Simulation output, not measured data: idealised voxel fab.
This is a process module. Its name is voxel self aligned contacts.
The figure presents cross-section cut, which has a width of 235 nm and is divided into square cells with an edge length of 5 nm.
In what follows, cross-sections appear as grids of square cells, described through bands that run from the top down, where every band is one or more rows of cells.
Band: top height; bottom height; in nm. Then, left to right: material with width in nm, for each material. "everywhere": a single material spanning edge to edge. "air": empty space.
All heights in this document are referenced to 0, defined as the level beneath which the wafer, as received, consists entirely of one material. The lowest band is not bounded below; it extends indefinitely downward and is written in the form "z 0 and below".
Width "30->40": first value at the band's top row of cells, second value at its bottom row, equal change from row to row.
Take "remained unchanged" at face value: in the step it is given for, the cross-section changed in none of its cells.
Closed-off voids of 8+ cells (no open route to the top) go in "Entrapped void list", written width x height at distance from the left edge, in nm.
It should be noted that, on the line of a given step, the content following the step's settings is a remark produced by the simulator itself with respect to that step.
Each step line may optionally specify "overlay nm", which for a step with a mask gives the rightward distance between the mask's planned place and where it lay, a negative value indicating the leftward direction.

-- Process steps foreseen in the plan
1. RECEIVE (material Si)
2. OXIDIZE (depth nm 5)
3. DIRECTIONAL_DEP (material polySi; thk nm 25)
4. DIRECTIONAL_DEP (material SiN; thk nm 15)
5. PATTERN (tone cover; mask id GATE; material resist; width nm 25; pitch nm 60; thk nm 15; overlay nm 0)
6. DIRECTIONAL_ETCH (etch materials SiN; depth nm 15)
7. DIRECTIONAL_ETCH (etch materials polySi; depth nm 25)
8. STRIP (etch materials resist)
9. CONFORMAL_DEP (material SiN; thk nm 5)
10. DIRECTIONAL_ETCH (etch materials SiN; depth nm 5)
11. FILL_DEP (material SiO2; thk nm 15)
12. CMP (height nm 45)
13. PATTERN (tone open; mask id CONTACT; material resist; width nm 45; pitch nm 60; thk nm 15; overlay nm 0)
14. DIRECTIONAL_ETCH (etch materials SiO2; depth nm 50)
15. STRIP (etch materials resist)
16. CONFORMAL_DEP (material TiN; thk nm 5)
17. FILL_DEP (material W; thk nm 5)
18. CMP (height nm 45)
19. CONFORMAL_DEP (material SiN; thk nm 5)

-- Wafer cross-section on receipt, i.e. after step 1
    z 0 and below = Si everywhere
    Entrapped void list: none

-- Here's the wafer cut in cross-section after the module, started and planned just like above, except one thing was done wrong in the run
    z 50 to 45 = SiN everywhere
    z 45 to 40 = SiO2: 65, then TiN: 10, then W: 15, then TiN: 20, then SiO2: 15, then TiN: 10, then W: 15, then TiN: 20, then SiO2: 65
    z 40 to 25 = SiO2: 35, then SiN: 35, then TiN: 5, then W: 15, then TiN: 5, then SiN: 35, then TiN: 5, then W: 15, then TiN: 5, then SiN: 35, then SiO2: 45
    z 25 to 0 = SiO2: 35, then SiN: 5, then polySi: 25, then SiN: 5, then TiN: 5, then W: 15, then TiN: 5, then SiN: 5, then polySi: 25, then SiN: 5, then TiN: 5, then W: 15, then TiN: 5, then SiN: 5, then polySi: 25, then SiN: 5, then SiO2: 45
    z 0 to -5 = SiO2: 70, then TiN: 25, then SiO2: 35, then TiN: 25, then SiO2: 80
    z -5 and below = Si everywhere
    Entrapped void list: none
The plan and the run diverged here: so step 5 ended up running with a different setting than we planned, it ran as PATTERN (tone cover; mask id GATE; material resist; width nm 25; pitch nm 60; thk nm 15; overlay nm -5)
